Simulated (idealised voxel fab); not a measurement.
process module | voxel wiring stack
cross-section cut | 255 nm wide | cells 5 nm
A cross-section is a grid of square cells, given in bands from the top down. A band is one or more rows of cells.
Each band's line starts with the height of the band's top and of its bottom, in nm. Then come its materials from left to right, each with its width in nm. One material with "throughout" fills the band from edge to edge. "air" is empty space.
Height 0 is the level under which the wafer as received is all one material. The lowest band goes on downwards, as in "0 down".
A width such as "30 to 40" changes by the same amount from each row of cells to the next, from the band's top row to its bottom row.
"no change" after a step means that no cell of the cross-section changed.
closed voids: empty space of 8 cells or more with no open way to the top, each as width x height at its distance from the left edge, in nm
after a step's settings: what the simulator itself notes on the step
overlay nm, on a step with a mask: how far to the right of its planned place the mask lay; to the left if negative
plan
1 op RECEIVE | material Si
2 op CONFORMAL_DEP | material SiO2 | thk nm 15
3 op DIRECTIONAL_DEP | material TiN | thk nm 5
4 op DIRECTIONAL_DEP | material Ru | thk nm 25
5 op MASKED_ETCH | tone cover | mask id METAL_1 | width nm 25 | pitch nm 40 | etch materials Ru | depth nm 25 | overlay nm 0
6 op MASKED_ETCH | tone cover | mask id METAL_1 | width nm 25 | pitch nm 40 | etch materials TiN | depth nm 5 | overlay nm 0
7 op FILL_DEP | material SiO2 | thk nm 10
8 op CMP | height nm 45
9 op CONFORMAL_DEP | material SiCN | thk nm 5
10 op DIRECTIONAL_DEP | material lowk | thk nm 15
11 op PATTERN | tone open | mask id PLUG_1 | material resist | width nm 15 | pitch nm 40 | thk nm 15 | overlay nm 0
12 op DIRECTIONAL_ETCH | etch materials lowk | depth nm 15
13 op DIRECTIONAL_ETCH | etch materials SiCN | depth nm 5
14 op STRIP | etch materials resist
15 op EPI | material Ru | thk nm 10
16 op EPI | material Ru | thk nm 10
17 op DIRECTIONAL_DEP | material TiN | thk nm 5
18 op DIRECTIONAL_DEP | material Ru | thk nm 20
19 op PATTERN | tone cover | mask id METAL_2 | material resist | width nm 25 | pitch nm 40 | thk nm 20 | overlay nm 0
20 op DIRECTIONAL_ETCH | etch materials Ru | depth nm 20
21 op DIRECTIONAL_ETCH | etch materials TiN | depth nm 5
22 op STRIP | etch materials resist
23 op FILL_DEP | material lowk | thk nm 10
24 op CMP | height nm 90
25 op CONFORMAL_DEP | material SiN | thk nm 5
first wafer, as planned
as received, after step 1
  0 down: Si throughout
  closed voids: none
after step 2
  15 to 0: SiO2 throughout
  below 0: unchanged
after step 3
  20 to 15: TiN throughout
  below 15: unchanged
after step 4
  45 to 20: Ru throughout
  below 20: unchanged
after step 5
  45 to 20: air 95 | Ru 25 | air 15 | Ru 25 | air 95
  below 20: unchanged
after step 6
  45 to 20: air 95 | Ru 25 | air 15 | Ru 25 | air 95
  20 to 15: air 95 | TiN 25 | air 15 | TiN 25 | air 95
  below 15: unchanged
after step 7
  55 to 45: SiO2 throughout
  45 to 20: SiO2 95 | Ru 25 | SiO2 15 | Ru 25 | SiO2 95
  20 to 15: SiO2 95 | TiN 25 | SiO2 15 | TiN 25 | SiO2 95
  below 15: unchanged
after step 8
  45 to 20: SiO2 95 | Ru 25 | SiO2 15 | Ru 25 | SiO2 95
  below 20: unchanged
after step 9
  50 to 45: SiCN throughout
  below 45: unchanged
after step 10
  65 to 50: lowk throughout
  below 50: unchanged
after step 11
  80 to 65: resist 95 | air 15 | resist 25 | air 15 | resist 105
  below 65: unchanged
after step 12
  80 to 65: resist 95 | air 15 | resist 25 | air 15 | resist 105
  65 to 50: lowk 95 | air 15 | lowk 25 | air 15 | lowk 105
  below 50: unchanged
after step 13
  80 to 65: resist 95 | air 15 | resist 25 | air 15 | resist 105
  65 to 50: lowk 95 | air 15 | lowk 25 | air 15 | lowk 105
  50 to 45: SiCN 95 | air 15 | SiCN 25 | air 15 | SiCN 105
  below 45: unchanged
after step 14
  65 to 50: lowk 95 | air 15 | lowk 25 | air 15 | lowk 105
  below 50: unchanged
after step 15
  65 to 55: lowk 95 | air 15 | lowk 25 | air 15 | lowk 105
  55 to 50: lowk 95 | Ru 15 | lowk 25 | Ru 15 | lowk 105
  50 to 45: SiCN 95 | Ru 15 | SiCN 25 | Ru 15 | SiCN 105
  below 45: unchanged
after step 16
  65 to 50: lowk 95 | Ru 15 | lowk 25 | Ru 15 | lowk 105
  below 50: unchanged
after step 17
  70 to 65: TiN throughout
  below 65: unchanged
after step 18
  90 to 70: Ru throughout
  below 70: unchanged
after step 19
  110 to 90: air 95 | resist 25 | air 15 | resist 25 | air 95
  below 90: unchanged
after step 20
  110 to 90: air 95 | resist 25 | air 15 | resist 25 | air 95
  90 to 70: air 95 | Ru 25 | air 15 | Ru 25 | air 95
  below 70: unchanged
after step 21
  110 to 90: air 95 | resist 25 | air 15 | resist 25 | air 95
  90 to 70: air 95 | Ru 25 | air 15 | Ru 25 | air 95
  70 to 65: air 95 | TiN 25 | air 15 | TiN 25 | air 95
  below 65: unchanged
after step 22
  90 to 70: air 95 | Ru 25 | air 15 | Ru 25 | air 95
  below 70: unchanged
after step 23
  100 to 90: lowk throughout
  90 to 70: lowk 95 | Ru 25 | lowk 15 | Ru 25 | lowk 95
  70 to 65: lowk 95 | TiN 25 | lowk 15 | TiN 25 | lowk 95
  below 65: unchanged
after step 24
  90 to 70: lowk 95 | Ru 25 | lowk 15 | Ru 25 | lowk 95
  below 70: unchanged
after step 25
  95 to 90: SiN throughout
  below 90: unchanged
second wafer: like start, like plan, one mistake. Through step 14 it matches the first wafer
when step 16 should have ended
  75 to 65: air 85 | Ru 35 | air 5 | Ru 35 | air 95
  65 to 50: lowk 95 | Ru 15 | lowk 25 | Ru 15 | lowk 105
  50 to 45: SiCN 95 | Ru 15 | SiCN 25 | Ru 15 | SiCN 105
  below 45: unchanged
when step 17 should have ended
  80 to 75: air 85 | TiN 35 | air 5 | TiN 35 | air 95
  75 to 70: air 85 | Ru 35 | air 5 | Ru 35 | air 95
  70 to 65: TiN 85 | Ru 35 | TiN 5 | Ru 35 | TiN 95
  below 65: unchanged
when step 18 should have ended
  100 to 90: air 85 | Ru 35 | air 5 | Ru 35 | air 95
  90 to 80: Ru throughout
  80 to 75: Ru 85 | TiN 35 | Ru 5 | TiN 35 | Ru 95
  75 to 70: Ru throughout
  below 70: unchanged
when step 19 should have ended
  120 to 100: air 95 | resist 25 | air 15 | resist 25 | air 95
  below 100: unchanged
when step 20 should have ended
  120 to 100: air 95 | resist 25 | air 15 | resist 25 | air 95
  100 to 80: air 95 | Ru 25 | air 15 | Ru 25 | air 95
  80 to 75: air 85 | TiN 35 | air 5 | TiN 35 | air 95
  75 to 70: air 85 | Ru 35 | air 5 | Ru 35 | air 95
  below 70: unchanged
when step 21 should have ended
  120 to 100: air 95 | resist 25 | air 15 | resist 25 | air 95
  100 to 80: air 95 | Ru 25 | air 15 | Ru 25 | air 95
  80 to 75: air 95 | TiN 25 | air 15 | TiN 25 | air 95
  75 to 65: air 85 | Ru 35 | air 5 | Ru 35 | air 95
  below 65: unchanged
when step 22 should have ended
  100 to 80: air 95 | Ru 25 | air 15 | Ru 25 | air 95
  below 80: unchanged
when step 23 should have ended
  110 to 100: lowk throughout
  100 to 80: lowk 95 | Ru 25 | lowk 15 | Ru 25 | lowk 95
  80 to 75: lowk 95 | TiN 25 | lowk 15 | TiN 25 | lowk 95
  75 to 65: lowk 85 | Ru 35 | lowk 5 | Ru 35 | lowk 95
  below 65: unchanged
when step 24 should have ended
  90 to 80: lowk 95 | Ru 25 | lowk 15 | Ru 25 | lowk 95
  below 80: unchanged
when step 25 should have ended
  95 to 90: SiN throughout
  below 90: unchanged
what went wrong: one of the steps 15 and 16, which are alike, was run twice
at the end the second wafer has, in cells: 8 more of Ru | 8 fewer of lowk
